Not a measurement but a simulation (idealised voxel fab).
process module | voxel wiring stack
We display cut, a cross-section 165 nm in width whose square cells are each 5 nm.
For the purposes of this document, a cross-section shall be understood as a grid of square cells, specified as bands listed in top-to-bottom order, each band consisting of one or more rows of cells. Look at the band entry: it leads with the top's height and the bottom's height in nm. Then it lists the materials left to right, with a width in nm for each. The word "everywhere" on a single material says that material fills the band edge to edge. The word "empty" is empty space. The level at which height equals 0 is the one under which the wafer, as it arrives, is entirely one material. No lower edge exists for the bottom band, which continues downward and is notated as in "0..down". Width spec "30->40" -> top row of cells at first value, bottom row at second value, equal per-row change in between. Where the words "no modifications" appear for a step, the cross-section shows no cell changed by that step; every cell remained as before. The entry titled "Voids, enclosed" provides the empty spaces that have no open way to the top, restricted to those of 8 cells or more. Each is presented as width x height at distance, the distance being measured from the left edge, with all three in nm. What comes after the settings on a step's line is commentary from the simulator itself on that step. "overlay nm" answers the question of how far to the right of plan the mask lay on a step that has a mask, and when it is negative the answer is to the left.

The steps planned for the process are as follows:
1 RECEIVE | material Si
2 CONFORMAL_DEP | material SiO2 | thk nm 10
3 CONFORMAL_DEP | material SiCN | thk nm 5
4 DIRECTIONAL_DEP | material lowk | thk nm 25
5 PATTERN | tone open | mask id METAL_1 | material resist | width nm 20 | pitch nm 45 | thk nm 20 | overlay nm 0
6 DIRECTIONAL_ETCH | etch materials lowk | depth nm 15
7 DIRECTIONAL_ETCH | etch materials SiCN | depth nm 5
8 STRIP | etch materials resist
9 CONFORMAL_DEP | material TiN | thk nm 5
10 FILL_DEP | material Ru | thk nm 5
11 CMP | height nm 40
12 EPI | material Ru | thk nm 5
13 FILL_DEP | material SiCN | thk nm 5
14 DIRECTIONAL_DEP | material SiO2 | thk nm 35
15 MASKED_ETCH | tone open | mask id METAL_2_HOLES | width nm 15 | pitch nm 45 | etch materials SiO2 | depth nm 35 | overlay nm 0
16 MASKED_ETCH | tone open | mask id METAL_2 | width nm 20 | pitch nm 45 | etch materials SiO2 | depth nm 20 | overlay nm 0
17 MASKED_ETCH | tone open | mask id METAL_2 | width nm 20 | pitch nm 45 | etch materials SiCN | depth nm 5 | overlay nm 0
18 CONFORMAL_DEP | material TiN | thk nm 5
19 FILL_DEP | material Cu | thk nm 10
20 CMP | height nm 85
21 CONFORMAL_DEP | material SiN | thk nm 5
Be aware that, although all wafers share a common starting state, the depth nm at step 6 differs among them, and the plan displays the first wafer's value.

This is how the first of several wafers looked in cross-section when it arrived, which is after step 1:
- 0..down = Si everywhere
- Voids, enclosed: none

Per-wafer rows below. For each material: cells gained (+) or lost (-) since the wafer was received, as of end of module. Then: closed voids:
depth nm 15 | +20 Cu | +20 Ru | +81 SiCN | +33 SiN | +247 SiO2 | +52 TiN | +141 lowk | Voids, enclosed: none
depth nm 20 | +20 Cu | +24 Ru | +81 SiCN | +33 SiN | +247 SiO2 | +56 TiN | +133 lowk | Voids, enclosed: none
depth nm 25 | +20 Cu | +32 Ru | +73 SiCN | +33 SiN | +247 SiO2 | +64 TiN | +125 lowk | Voids, enclosed: none
depth nm 30 | +20 Cu | +32 Ru | +73 SiCN | +33 SiN | +247 SiO2 | +64 TiN | +125 lowk | Voids, enclosed: none
depth nm 35 | +20 Cu | +32 Ru | +73 SiCN | +33 SiN | +247 SiO2 | +64 TiN | +125 lowk | Voids, enclosed: none
depth nm 40 | +20 Cu | +32 Ru | +73 SiCN | +33 SiN | +247 SiO2 | +64 TiN | +125 lowk | Voids, enclosed: none
